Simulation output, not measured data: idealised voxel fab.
process module | voxel wiring stack
cross-section cut | 270 nm wide | cells 5 nm
A cross-section is a grid of square cells, given in bands from the top down. A band is one or more rows of cells.
Each band's line starts with the height of the band's top and of its bottom, in nm. Then come its materials from left to right, each with its width in nm. One material with "throughout" fills the band from edge to edge. "air" is empty space.
Height 0 is the level under which the wafer as received is all one material. The lowest band goes on downwards, as in "0 down".
A width such as "30 to 40" changes by the same amount from each row of cells to the next, from the band's top row to its bottom row.
"no change" after a step means that no cell of the cross-section changed.
closed voids: empty space of 8 cells or more with no open way to the top, each as width x height at its distance from the left edge, in nm
after a step's settings: what the simulator itself notes on the step
overlay nm, on a step with a mask: how far to the right of its planned place the mask lay; to the left if negative
plan
1 op RECEIVE | material Si
2 op CONFORMAL_DEP | material SiO2 | thk nm 15
3 op CONFORMAL_DEP | material SiN | thk nm 5
4 op DIRECTIONAL_DEP | material lowk | thk nm 15
5 op PATTERN | tone open | mask id METAL_1 | material resist | width nm 30 | pitch nm 60 | thk nm 20 | overlay nm 0
6 op DIRECTIONAL_ETCH | etch materials lowk | depth nm 15
7 op DIRECTIONAL_ETCH | etch materials SiN | depth nm 5
8 op STRIP | etch materials resist
9 op CONFORMAL_DEP | material TiN | thk nm 5
10 op FILL_DEP | material Cu | thk nm 5
11 op CMP | height nm 35
12 op CONFORMAL_DEP | material SiCN | thk nm 5
13 op DIRECTIONAL_DEP | material lowk | thk nm 30
14 op DIRECTIONAL_DEP | material aC | thk nm 10
15 op PATTERN | tone open | mask id METAL_2 | material resist | width nm 30 | pitch nm 60 | thk nm 25 | overlay nm 0
16 op DIRECTIONAL_ETCH | etch materials aC | depth nm 10
17 op STRIP | etch materials resist
18 op DIRECTIONAL_ETCH | etch materials lowk | depth nm 20
19 op STRIP | etch materials aC
20 op MASKED_ETCH | tone open | mask id METAL_2_HOLES | width nm 15 | pitch nm 60 | etch materials lowk | depth nm 10 | overlay nm 0
21 op MASKED_ETCH | tone open | mask id METAL_2_HOLES | width nm 15 | pitch nm 60 | etch materials SiCN | depth nm 5 | overlay nm 0
22 op CONFORMAL_DEP | material TiN | thk nm 5
23 op FILL_DEP | material Cu | thk nm 5
24 op CMP | height nm 70
25 op CONFORMAL_DEP | material SiCN | thk nm 5
26 op DIRECTIONAL_DEP | material lowk | thk nm 30
27 op DIRECTIONAL_DEP | material aC | thk nm 10
28 op PATTERN | tone open | mask id METAL_3_HOLES | material resist | width nm 15 | pitch nm 120 | thk nm 25 | overlay nm 0
29 op DIRECTIONAL_ETCH | etch materials aC | depth nm 10
30 op STRIP | etch materials resist
31 op DIRECTIONAL_ETCH | etch materials lowk | depth nm 30
32 op STRIP | etch materials aC
33 op DIRECTIONAL_DEP | material aC | thk nm 10
34 op PATTERN | tone open | mask id METAL_3 | material resist | width nm 30 | pitch nm 60 | thk nm 25 | overlay nm 0
35 op DIRECTIONAL_ETCH | etch materials aC | depth nm 10
36 op STRIP | etch materials resist
37 op DIRECTIONAL_ETCH | etch materials lowk | depth nm 15
38 op DIRECTIONAL_ETCH | etch materials SiCN | depth nm 5
39 op STRIP | etch materials aC
40 op CONFORMAL_DEP | material TiN | thk nm 5
41 op FILL_DEP | material Cu | thk nm 5
42 op CMP | height nm 105
43 op CONFORMAL_DEP | material SiCN | thk nm 5
first wafer, as planned
as received, after step 1
  0 down: Si throughout
  closed voids: none
after step 2
  15 to 0: SiO2 throughout
  below 0: unchanged
after step 3
  20 to 15: SiN throughout
  below 15: unchanged
after step 4
  35 to 20: lowk throughout
  below 20: unchanged
after step 5
  55 to 35: resist 30 | air 30 | resist 30 | air 30 | resist 30 | air 30 | resist 30 | air 30 | resist 30
  below 35: unchanged
after step 6
  55 to 35: resist 30 | air 30 | resist 30 | air 30 | resist 30 | air 30 | resist 30 | air 30 | resist 30
  35 to 20: lowk 30 | air 30 | lowk 30 | air 30 | lowk 30 | air 30 | lowk 30 | air 30 | lowk 30
  below 20: unchanged
after step 7
  55 to 35: resist 30 | air 30 | resist 30 | air 30 | resist 30 | air 30 | resist 30 | air 30 | resist 30
  35 to 20: lowk 30 | air 30 | lowk 30 | air 30 | lowk 30 | air 30 | lowk 30 | air 30 | lowk 30
  20 to 15: SiN 30 | air 30 | SiN 30 | air 30 | SiN 30 | air 30 | SiN 30 | air 30 | SiN 30
  below 15: unchanged
after step 8
  35 to 20: lowk 30 | air 30 | lowk 30 | air 30 | lowk 30 | air 30 | lowk 30 | air 30 | lowk 30
  below 20: unchanged
after step 9
  40 to 35: TiN 35 | air 20 | TiN 40 | air 20 | TiN 40 | air 20 | TiN 40 | air 20 | TiN 35
  35 to 20: lowk 30 | TiN 5 | air 20 | TiN 5 | lowk 30 | TiN 5 | air 20 | TiN 5 | lowk 30 | TiN 5 | air 20 | TiN 5 | lowk 30 | TiN 5 | air 20 | TiN 5 | lowk 30
  20 to 15: SiN 30 | TiN 30 | SiN 30 | TiN 30 | SiN 30 | TiN 30 | SiN 30 | TiN 30 | SiN 30
  below 15: unchanged
after step 10
  45 to 40: Cu throughout
  40 to 35: TiN 35 | Cu 20 | TiN 40 | Cu 20 | TiN 40 | Cu 20 | TiN 40 | Cu 20 | TiN 35
  35 to 20: lowk 30 | TiN 5 | Cu 20 | TiN 5 | lowk 30 | TiN 5 | Cu 20 | TiN 5 | lowk 30 | TiN 5 | Cu 20 | TiN 5 | lowk 30 | TiN 5 | Cu 20 | TiN 5 | lowk 30
  below 20: unchanged
after step 11
  35 to 20: lowk 30 | TiN 5 | Cu 20 | TiN 5 | lowk 30 | TiN 5 | Cu 20 | TiN 5 | lowk 30 | TiN 5 | Cu 20 | TiN 5 | lowk 30 | TiN 5 | Cu 20 | TiN 5 | lowk 30
  below 20: unchanged
after step 12
  40 to 35: SiCN throughout
  below 35: unchanged
after step 13
  70 to 40: lowk throughout
  below 40: unchanged
after step 14
  80 to 70: aC throughout
  below 70: unchanged
after step 15
  105 to 80: resist 30 | air 30 | resist 30 | air 30 | resist 30 | air 30 | resist 30 | air 30 | resist 30
  below 80: unchanged
after step 16
  95 to 80: resist 30 | air 30 | resist 30 | air 30 | resist 30 | air 30 | resist 30 | air 30 | resist 30
  80 to 70: aC 30 | air 30 | aC 30 | air 30 | aC 30 | air 30 | aC 30 | air 30 | aC 30
  below 70: unchanged
after step 17
  80 to 70: aC 30 | air 30 | aC 30 | air 30 | aC 30 | air 30 | aC 30 | air 30 | aC 30
  below 70: unchanged
after step 18
  80 to 70: aC 30 | air 30 | aC 30 | air 30 | aC 30 | air 30 | aC 30 | air 30 | aC 30
  70 to 50: lowk 30 | air 30 | lowk 30 | air 30 | lowk 30 | air 30 | lowk 30 | air 30 | lowk 30
  below 50: unchanged
after step 19
  70 to 50: lowk 30 | air 30 | lowk 30 | air 30 | lowk 30 | air 30 | lowk 30 | air 30 | lowk 30
  below 50: unchanged
after step 20
  70 to 50: lowk 30 | air 30 | lowk 30 | air 30 | lowk 30 | air 30 | lowk 30 | air 30 | lowk 30
  50 to 40: lowk 30 | air 15 | lowk 45 | air 15 | lowk 45 | air 15 | lowk 45 | air 15 | lowk 45
  below 40: unchanged
after step 21
  70 to 50: lowk 30 | air 30 | lowk 30 | air 30 | lowk 30 | air 30 | lowk 30 | air 30 | lowk 30
  50 to 40: lowk 30 | air 15 | lowk 45 | air 15 | lowk 45 | air 15 | lowk 45 | air 15 | lowk 45
  40 to 35: SiCN 30 | air 15 | SiCN 45 | air 15 | SiCN 45 | air 15 | SiCN 45 | air 15 | SiCN 45
  below 35: unchanged
after step 22
  75 to 70: TiN 35 | air 20 | TiN 40 | air 20 | TiN 40 | air 20 | TiN 40 | air 20 | TiN 35
  70 to 55: lowk 30 | TiN 5 | air 20 | TiN 5 | lowk 30 | TiN 5 | air 20 | TiN 5 | lowk 30 | TiN 5 | air 20 | TiN 5 | lowk 30 | TiN 5 | air 20 | TiN 5 | lowk 30
  55 to 50: lowk 30 | TiN 5 | air 5 | TiN 20 | lowk 30 | TiN 5 | air 5 | TiN 20 | lowk 30 | TiN 5 | air 5 | TiN 20 | lowk 30 | TiN 5 | air 5 | TiN 20 | lowk 30
  50 to 40: lowk 30 | TiN 5 | air 5 | TiN 5 | lowk 45 | TiN 5 | air 5 | TiN 5 | lowk 45 | TiN 5 | air 5 | TiN 5 | lowk 45 | TiN 5 | air 5 | TiN 5 | lowk 45
  40 to 35: SiCN 30 | TiN 15 | SiCN 45 | TiN 15 | SiCN 45 | TiN 15 | SiCN 45 | TiN 15 | SiCN 45
  below 35: unchanged
after step 23
  80 to 75: Cu throughout
  75 to 70: TiN 35 | Cu 20 | TiN 40 | Cu 20 | TiN 40 | Cu 20 | TiN 40 | Cu 20 | TiN 35
  70 to 55: lowk 30 | TiN 5 | Cu 20 | TiN 5 | lowk 30 | TiN 5 | Cu 20 | TiN 5 | lowk 30 | TiN 5 | Cu 20 | TiN 5 | lowk 30 | TiN 5 | Cu 20 | TiN 5 | lowk 30
  55 to 50: lowk 30 | TiN 5 | Cu 5 | TiN 20 | lowk 30 | TiN 5 | Cu 5 | TiN 20 | lowk 30 | TiN 5 | Cu 5 | TiN 20 | lowk 30 | TiN 5 | Cu 5 | TiN 20 | lowk 30
  50 to 40: lowk 30 | TiN 5 | Cu 5 | TiN 5 | lowk 45 | TiN 5 | Cu 5 | TiN 5 | lowk 45 | TiN 5 | Cu 5 | TiN 5 | lowk 45 | TiN 5 | Cu 5 | TiN 5 | lowk 45
  below 40: unchanged
after step 24
  70 to 55: lowk 30 | TiN 5 | Cu 20 | TiN 5 | lowk 30 | TiN 5 | Cu 20 | TiN 5 | lowk 30 | TiN 5 | Cu 20 | TiN 5 | lowk 30 | TiN 5 | Cu 20 | TiN 5 | lowk 30
  below 55: unchanged
after step 25
  75 to 70: SiCN throughout
  below 70: unchanged
after step 26
  105 to 75: lowk throughout
  below 75: unchanged
after step 27
  115 to 105: aC throughout
  below 105: unchanged
after step 28
  140 to 115: resist 30 | air 15 | resist 105 | air 15 | resist 105
  below 115: unchanged
after step 29
  130 to 115: resist 30 | air 15 | resist 105 | air 15 | resist 105
  115 to 105: aC 30 | air 15 | aC 105 | air 15 | aC 105
  below 105: unchanged
after step 30
  115 to 105: aC 30 | air 15 | aC 105 | air 15 | aC 105
  below 105: unchanged
after step 31
  115 to 105: aC 30 | air 15 | aC 105 | air 15 | aC 105
  105 to 75: lowk 30 | air 15 | lowk 105 | air 15 | lowk 105
  below 75: unchanged
after step 32
  105 to 75: lowk 30 | air 15 | lowk 105 | air 15 | lowk 105
  below 75: unchanged
after step 33
  115 to 105: aC 30 | air 15 | aC 105 | air 15 | aC 105
  105 to 85: lowk 30 | air 15 | lowk 105 | air 15 | lowk 105
  85 to 75: lowk 30 | aC 15 | lowk 105 | aC 15 | lowk 105
  below 75: unchanged
after step 34
  140 to 115: resist 30 | air 30 | resist 30 | air 30 | resist 30 | air 30 | resist 30 | air 30 | resist 30
  below 115: unchanged
after step 35
  130 to 115: resist 30 | air 30 | resist 30 | air 30 | resist 30 | air 30 | resist 30 | air 30 | resist 30
  115 to 105: aC 30 | air 30 | aC 30 | air 30 | aC 30 | air 30 | aC 30 | air 30 | aC 30
  105 to 75: lowk 30 | air 15 | lowk 105 | air 15 | lowk 105
  below 75: unchanged
after step 36
  115 to 105: aC 30 | air 30 | aC 30 | air 30 | aC 30 | air 30 | aC 30 | air 30 | aC 30
  below 105: unchanged
after step 37
  115 to 105: aC 30 | air 30 | aC 30 | air 30 | aC 30 | air 30 | aC 30 | air 30 | aC 30
  105 to 90: lowk 30 | air 30 | lowk 30 | air 30 | lowk 30 | air 30 | lowk 30 | air 30 | lowk 30
  below 90: unchanged
after step 38
  115 to 105: aC 30 | air 30 | aC 30 | air 30 | aC 30 | air 30 | aC 30 | air 30 | aC 30
  105 to 90: lowk 30 | air 30 | lowk 30 | air 30 | lowk 30 | air 30 | lowk 30 | air 30 | lowk 30
  90 to 75: lowk 30 | air 15 | lowk 105 | air 15 | lowk 105
  75 to 70: SiCN 30 | air 15 | SiCN 105 | air 15 | SiCN 105
  below 70: unchanged
after step 39
  105 to 90: lowk 30 | air 30 | lowk 30 | air 30 | lowk 30 | air 30 | lowk 30 | air 30 | lowk 30
  below 90: unchanged
after step 40
  110 to 105: TiN 35 | air 20 | TiN 40 | air 20 | TiN 40 | air 20 | TiN 40 | air 20 | TiN 35
  105 to 95: lowk 30 | TiN 5 | air 20 | TiN 5 | lowk 30 | TiN 5 | air 20 | TiN 5 | lowk 30 | TiN 5 | air 20 | TiN 5 | lowk 30 | TiN 5 | air 20 | TiN 5 | lowk 30
  95 to 90: lowk 30 | TiN 5 | air 5 | TiN 20 | lowk 30 | TiN 30 | lowk 30 | TiN 5 | air 5 | TiN 20 | lowk 30 | TiN 30 | lowk 30
  90 to 75: lowk 30 | TiN 5 | air 5 | TiN 5 | lowk 105 | TiN 5 | air 5 | TiN 5 | lowk 105
  75 to 70: SiCN 30 | TiN 15 | SiCN 105 | TiN 15 | SiCN 105
  below 70: unchanged
after step 41
  115 to 110: Cu throughout
  110 to 105: TiN 35 | Cu 20 | TiN 40 | Cu 20 | TiN 40 | Cu 20 | TiN 40 | Cu 20 | TiN 35
  105 to 95: lowk 30 | TiN 5 | Cu 20 | TiN 5 | lowk 30 | TiN 5 | Cu 20 | TiN 5 | lowk 30 | TiN 5 | Cu 20 | TiN 5 | lowk 30 | TiN 5 | Cu 20 | TiN 5 | lowk 30
  95 to 90: lowk 30 | TiN 5 | Cu 5 | TiN 20 | lowk 30 | TiN 30 | lowk 30 | TiN 5 | Cu 5 | TiN 20 | lowk 30 | TiN 30 | lowk 30
  90 to 75: lowk 30 | TiN 5 | Cu 5 | TiN 5 | lowk 105 | TiN 5 | Cu 5 | TiN 5 | lowk 105
  below 75: unchanged
after step 42
  105 to 95: lowk 30 | TiN 5 | Cu 20 | TiN 5 | lowk 30 | TiN 5 | Cu 20 | TiN 5 | lowk 30 | TiN 5 | Cu 20 | TiN 5 | lowk 30 | TiN 5 | Cu 20 | TiN 5 | lowk 30
  below 95: unchanged
after step 43
  110 to 105: SiCN throughout
  below 105: unchanged
second wafer: like start, like plan, one mistake. Through step 4 it matches the first wafer
when step 5 should have ended
  55 to 35: air 30 | resist 30 | air 30 | resist 30 | air 30 | resist 30 | air 30 | resist 30 | air 30
  below 35: unchanged
when step 6 should have ended
  55 to 35: air 30 | resist 30 | air 30 | resist 30 | air 30 | resist 30 | air 30 | resist 30 | air 30
  35 to 20: air 30 | lowk 30 | air 30 | lowk 30 | air 30 | lowk 30 | air 30 | lowk 30 | air 30
  below 20: unchanged
when step 7 should have ended
  55 to 35: air 30 | resist 30 | air 30 | resist 30 | air 30 | resist 30 | air 30 | resist 30 | air 30
  35 to 20: air 30 | lowk 30 | air 30 | lowk 30 | air 30 | lowk 30 | air 30 | lowk 30 | air 30
  20 to 15: air 30 | SiN 30 | air 30 | SiN 30 | air 30 | SiN 30 | air 30 | SiN 30 | air 30
  below 15: unchanged
when step 8 should have ended
  35 to 20: air 30 | lowk 30 | air 30 | lowk 30 | air 30 | lowk 30 | air 30 | lowk 30 | air 30
  below 20: unchanged
when step 9 should have ended
  40 to 35: air 25 | TiN 40 | air 20 | TiN 40 | air 20 | TiN 40 | air 20 | TiN 40 | air 25
  35 to 20: air 25 | TiN 5 | lowk 30 | TiN 5 | air 20 | TiN 5 | lowk 30 | TiN 5 | air 20 | TiN 5 | lowk 30 | TiN 5 | air 20 | TiN 5 | lowk 30 | TiN 5 | air 25
  20 to 15: TiN 30 | SiN 30 | TiN 30 | SiN 30 | TiN 30 | SiN 30 | TiN 30 | SiN 30 | TiN 30
  below 15: unchanged
when step 10 should have ended
  45 to 40: Cu throughout
  40 to 35: Cu 25 | TiN 40 | Cu 20 | TiN 40 | Cu 20 | TiN 40 | Cu 20 | TiN 40 | Cu 25
  35 to 20: Cu 25 | TiN 5 | lowk 30 | TiN 5 | Cu 20 | TiN 5 | lowk 30 | TiN 5 | Cu 20 | TiN 5 | lowk 30 | TiN 5 | Cu 20 | TiN 5 | lowk 30 | TiN 5 | Cu 25
  below 20: unchanged
when step 11 should have ended
  35 to 20: Cu 25 | TiN 5 | lowk 30 | TiN 5 | Cu 20 | TiN 5 | lowk 30 | TiN 5 | Cu 20 | TiN 5 | lowk 30 | TiN 5 | Cu 20 | TiN 5 | lowk 30 | TiN 5 | Cu 25
  below 20: unchanged
when step 12 should have ended
  40 to 35: SiCN throughout
  below 35: unchanged
when step 13 should have ended
  70 to 40: lowk throughout
  below 40: unchanged
when step 14 should have ended
  80 to 70: aC throughout
  below 70: unchanged
when step 15 should have ended
  105 to 80: resist 30 | air 30 | resist 30 | air 30 | resist 30 | air 30 | resist 30 | air 30 | resist 30
  below 80: unchanged
when step 16 should have ended
  95 to 80: resist 30 | air 30 | resist 30 | air 30 | resist 30 | air 30 | resist 30 | air 30 | resist 30
  80 to 70: aC 30 | air 30 | aC 30 | air 30 | aC 30 | air 30 | aC 30 | air 30 | aC 30
  below 70: unchanged
when step 17 should have ended
  80 to 70: aC 30 | air 30 | aC 30 | air 30 | aC 30 | air 30 | aC 30 | air 30 | aC 30
  below 70: unchanged
when step 18 should have ended
  80 to 70: aC 30 | air 30 | aC 30 | air 30 | aC 30 | air 30 | aC 30 | air 30 | aC 30
  70 to 50: lowk 30 | air 30 | lowk 30 | air 30 | lowk 30 | air 30 | lowk 30 | air 30 | lowk 30
  below 50: unchanged
when step 19 should have ended
  70 to 50: lowk 30 | air 30 | lowk 30 | air 30 | lowk 30 | air 30 | lowk 30 | air 30 | lowk 30
  below 50: unchanged
when step 20 should have ended
  70 to 50: lowk 30 | air 30 | lowk 30 | air 30 | lowk 30 | air 30 | lowk 30 | air 30 | lowk 30
  50 to 40: lowk 30 | air 15 | lowk 45 | air 15 | lowk 45 | air 15 | lowk 45 | air 15 | lowk 45
  below 40: unchanged
when step 21 should have ended
  70 to 50: lowk 30 | air 30 | lowk 30 | air 30 | lowk 30 | air 30 | lowk 30 | air 30 | lowk 30
  50 to 40: lowk 30 | air 15 | lowk 45 | air 15 | lowk 45 | air 15 | lowk 45 | air 15 | lowk 45
  40 to 35: SiCN 30 | air 15 | SiCN 45 | air 15 | SiCN 45 | air 15 | SiCN 45 | air 15 | SiCN 45
  below 35: unchanged
when step 22 should have ended
  75 to 70: TiN 35 | air 20 | TiN 40 | air 20 | TiN 40 | air 20 | TiN 40 | air 20 | TiN 35
  70 to 55: lowk 30 | TiN 5 | air 20 | TiN 5 | lowk 30 | TiN 5 | air 20 | TiN 5 | lowk 30 | TiN 5 | air 20 | TiN 5 | lowk 30 | TiN 5 | air 20 | TiN 5 | lowk 30
  55 to 50: lowk 30 | TiN 5 | air 5 | TiN 20 | lowk 30 | TiN 5 | air 5 | TiN 20 | lowk 30 | TiN 5 | air 5 | TiN 20 | lowk 30 | TiN 5 | air 5 | TiN 20 | lowk 30
  50 to 40: lowk 30 | TiN 5 | air 5 | TiN 5 | lowk 45 | TiN 5 | air 5 | TiN 5 | lowk 45 | TiN 5 | air 5 | TiN 5 | lowk 45 | TiN 5 | air 5 | TiN 5 | lowk 45
  40 to 35: SiCN 30 | TiN 15 | SiCN 45 | TiN 15 | SiCN 45 | TiN 15 | SiCN 45 | TiN 15 | SiCN 45
  below 35: unchanged
when step 23 should have ended
  80 to 75: Cu throughout
  75 to 70: TiN 35 | Cu 20 | TiN 40 | Cu 20 | TiN 40 | Cu 20 | TiN 40 | Cu 20 | TiN 35
  70 to 55: lowk 30 | TiN 5 | Cu 20 | TiN 5 | lowk 30 | TiN 5 | Cu 20 | TiN 5 | lowk 30 | TiN 5 | Cu 20 | TiN 5 | lowk 30 | TiN 5 | Cu 20 | TiN 5 | lowk 30
  55 to 50: lowk 30 | TiN 5 | Cu 5 | TiN 20 | lowk 30 | TiN 5 | Cu 5 | TiN 20 | lowk 30 | TiN 5 | Cu 5 | TiN 20 | lowk 30 | TiN 5 | Cu 5 | TiN 20 | lowk 30
  50 to 40: lowk 30 | TiN 5 | Cu 5 | TiN 5 | lowk 45 | TiN 5 | Cu 5 | TiN 5 | lowk 45 | TiN 5 | Cu 5 | TiN 5 | lowk 45 | TiN 5 | Cu 5 | TiN 5 | lowk 45
  below 40: unchanged
when step 24 should have ended
  70 to 55: lowk 30 | TiN 5 | Cu 20 | TiN 5 | lowk 30 | TiN 5 | Cu 20 | TiN 5 | lowk 30 | TiN 5 | Cu 20 | TiN 5 | lowk 30 | TiN 5 | Cu 20 | TiN 5 | lowk 30
  below 55: unchanged
when step 25 should have ended
  75 to 70: SiCN throughout
  below 70: unchanged
when step 26 should have ended
  105 to 75: lowk throughout
  below 75: unchanged
when step 27 should have ended
  115 to 105: aC throughout
  below 105: unchanged
when step 28 should have ended
  140 to 115: resist 30 | air 15 | resist 105 | air 15 | resist 105
  below 115: unchanged
when step 29 should have ended
  130 to 115: resist 30 | air 15 | resist 105 | air 15 | resist 105
  115 to 105: aC 30 | air 15 | aC 105 | air 15 | aC 105
  below 105: unchanged
when step 30 should have ended
  115 to 105: aC 30 | air 15 | aC 105 | air 15 | aC 105
  below 105: unchanged
when step 31 should have ended
  115 to 105: aC 30 | air 15 | aC 105 | air 15 | aC 105
  105 to 75: lowk 30 | air 15 | lowk 105 | air 15 | lowk 105
  below 75: unchanged
when step 32 should have ended
  105 to 75: lowk 30 | air 15 | lowk 105 | air 15 | lowk 105
  below 75: unchanged
when step 33 should have ended
  115 to 105: aC 30 | air 15 | aC 105 | air 15 | aC 105
  105 to 85: lowk 30 | air 15 | lowk 105 | air 15 | lowk 105
  85 to 75: lowk 30 | aC 15 | lowk 105 | aC 15 | lowk 105
  below 75: unchanged
when step 34 should have ended
  140 to 115: resist 30 | air 30 | resist 30 | air 30 | resist 30 | air 30 | resist 30 | air 30 | resist 30
  below 115: unchanged
when step 35 should have ended
  130 to 115: resist 30 | air 30 | resist 30 | air 30 | resist 30 | air 30 | resist 30 | air 30 | resist 30
  115 to 105: aC 30 | air 30 | aC 30 | air 30 | aC 30 | air 30 | aC 30 | air 30 | aC 30
  105 to 75: lowk 30 | air 15 | lowk 105 | air 15 | lowk 105
  below 75: unchanged
when step 36 should have ended
  115 to 105: aC 30 | air 30 | aC 30 | air 30 | aC 30 | air 30 | aC 30 | air 30 | aC 30
  below 105: unchanged
when step 37 should have ended
  115 to 105: aC 30 | air 30 | aC 30 | air 30 | aC 30 | air 30 | aC 30 | air 30 | aC 30
  105 to 90: lowk 30 | air 30 | lowk 30 | air 30 | lowk 30 | air 30 | lowk 30 | air 30 | lowk 30
  below 90: unchanged
when step 38 should have ended
  115 to 105: aC 30 | air 30 | aC 30 | air 30 | aC 30 | air 30 | aC 30 | air 30 | aC 30
  105 to 90: lowk 30 | air 30 | lowk 30 | air 30 | lowk 30 | air 30 | lowk 30 | air 30 | lowk 30
  90 to 75: lowk 30 | air 15 | lowk 105 | air 15 | lowk 105
  75 to 70: SiCN 30 | air 15 | SiCN 105 | air 15 | SiCN 105
  below 70: unchanged
when step 39 should have ended
  105 to 90: lowk 30 | air 30 | lowk 30 | air 30 | lowk 30 | air 30 | lowk 30 | air 30 | lowk 30
  below 90: unchanged
when step 40 should have ended
  110 to 105: TiN 35 | air 20 | TiN 40 | air 20 | TiN 40 | air 20 | TiN 40 | air 20 | TiN 35
  105 to 95: lowk 30 | TiN 5 | air 20 | TiN 5 | lowk 30 | TiN 5 | air 20 | TiN 5 | lowk 30 | TiN 5 | air 20 | TiN 5 | lowk 30 | TiN 5 | air 20 | TiN 5 | lowk 30
  95 to 90: lowk 30 | TiN 5 | air 5 | TiN 20 | lowk 30 | TiN 30 | lowk 30 | TiN 5 | air 5 | TiN 20 | lowk 30 | TiN 30 | lowk 30
  90 to 75: lowk 30 | TiN 5 | air 5 | TiN 5 | lowk 105 | TiN 5 | air 5 | TiN 5 | lowk 105
  75 to 70: SiCN 30 | TiN 15 | SiCN 105 | TiN 15 | SiCN 105
  below 70: unchanged
when step 41 should have ended
  115 to 110: Cu throughout
  110 to 105: TiN 35 | Cu 20 | TiN 40 | Cu 20 | TiN 40 | Cu 20 | TiN 40 | Cu 20 | TiN 35
  105 to 95: lowk 30 | TiN 5 | Cu 20 | TiN 5 | lowk 30 | TiN 5 | Cu 20 | TiN 5 | lowk 30 | TiN 5 | Cu 20 | TiN 5 | lowk 30 | TiN 5 | Cu 20 | TiN 5 | lowk 30
  95 to 90: lowk 30 | TiN 5 | Cu 5 | TiN 20 | lowk 30 | TiN 30 | lowk 30 | TiN 5 | Cu 5 | TiN 20 | lowk 30 | TiN 30 | lowk 30
  90 to 75: lowk 30 | TiN 5 | Cu 5 | TiN 5 | lowk 105 | TiN 5 | Cu 5 | TiN 5 | lowk 105
  below 75: unchanged
when step 42 should have ended
  105 to 95: lowk 30 | TiN 5 | Cu 20 | TiN 5 | lowk 30 | TiN 5 | Cu 20 | TiN 5 | lowk 30 | TiN 5 | Cu 20 | TiN 5 | lowk 30 | TiN 5 | Cu 20 | TiN 5 | lowk 30
  below 95: unchanged
when step 43 should have ended
  110 to 105: SiCN throughout
  below 105: unchanged
what went wrong: step 5 ran as: op PATTERN | tone cover | mask id METAL_1 | material resist | width nm 30 | pitch nm 60 | thk nm 20 | overlay nm 0
at the end the second wafer has, in cells: 18 more of Cu | 6 fewer of SiN | 6 more of TiN | 18 fewer of lowk
